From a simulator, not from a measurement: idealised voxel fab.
The following is a process module called voxel self aligned contacts.
Cross-sectional view cut (width: 205 nm; square cell size: 5 nm).
Throughout this document, each cross-section is represented as a grid of square cells and is presented as a sequence of bands enumerated from the top downward, where a band comprises one or more rows of cells.
The entry gives the band's vertical extent as a top height and a bottom height in nm, then its horizontal make-up as materials from left to right, each with a width in nm. "air" stands for empty space; a single material marked "everywhere" fills the band edge to edge.
A quick word on heights: they are counted from 0, and under that level the wafer as it came to us is one material throughout. The lowest band is different from the rest in having no bottom; it simply continues downward, written as in "from 0 down".
When a width is written as two numbers, as in "30 to 40", the first number is the width in the top row of cells of the band and the second is the width in its bottom row, and the width changes by the same amount from each row to the next.
Given "no change" for a step, no cell of the cross-section differs between before and after that step.
The label "Catalogued sealed voids" introduces a list of the empty spaces, 8 cells or larger, that have no open way up to the top; each entry in it reads width x height at distance, where the distance is taken from the left edge and all three are stated in nm.
Note: text after step settings on the step line = simulator remark on that step.
overlay nm: where the mask lay relative to plan, measured to the right, on steps with a mask; negatives go left.
The following list gives the planned process steps
| 1 | RECEIVE: material Si |
| 2 | CONFORMAL_DEP: material SiO2, thk nm 5 |
| 3 | DIRECTIONAL_DEP: material polySi, thk nm 30 |
| 4 | DIRECTIONAL_DEP: material SiN, thk nm 20 |
| 5 | PATTERN: tone cover, mask id GATE, material resist, width nm 30, pitch nm 60, thk nm 20, overlay nm 0 |
| 6 | DIRECTIONAL_ETCH: etch materials SiN, depth nm 10 |
| 7 | DIRECTIONAL_ETCH: etch materials polySi, depth nm 30 |
| 8 | STRIP: etch materials resist |
| 9 | CONFORMAL_DEP: material SiN, thk nm 5 |
| 10 | DIRECTIONAL_ETCH: etch materials SiN, depth nm 5 |
| 11 | FILL_DEP: material SiO2, thk nm 15 |
| 12 | CMP: height nm 60 |
| 13 | PATTERN: tone open, mask id CONTACT, material resist, width nm 40, thk nm 15, overlay nm 0 |
| 14 | DIRECTIONAL_ETCH: etch materials SiO2, depth nm 60 |
| 15 | STRIP: etch materials resist |
| 16 | CONFORMAL_DEP: material TiN, thk nm 5 |
| 17 | FILL_DEP: material W, thk nm 10 |
| 18 | CMP: height nm 60 |
| 19 | CONFORMAL_DEP: material SiN, thk nm 5 |
Wafers differ in depth nm at step 6; plan lists the first wafer's value; identical starting state.
The first of several wafers, as received after step 1, seen in section
from 0 down: Si everywhere
Catalogued sealed voids: none
The following table contains a row per wafer, in which are reported, at the conclusion of the module, the cells of each material gained (+) or lost (-) since the wafer's receipt, with its closed voids given thereafter
depth nm 10, +155 SiN, +116 SiO2, +12 TiN, +4 W, +246 polySi, Catalogued sealed voids: none
depth nm 15, +130 SiN, +137 SiO2, +14 TiN, +6 W, +246 polySi, Catalogued sealed voids: none
depth nm 20, +129 SiN, +280 SiO2, +30 TiN, +22 W, +72 polySi, Catalogued sealed voids: none
depth nm 25, +129 SiN, +280 SiO2, +30 TiN, +22 W, +72 polySi, Catalogued sealed voids: none
depth nm 30, +129 SiN, +280 SiO2, +30 TiN, +22 W, +72 polySi, Catalogued sealed voids: none
depth nm 35, +129 SiN, +280 SiO2, +30 TiN, +22 W, +72 polySi, Catalogued sealed voids: none
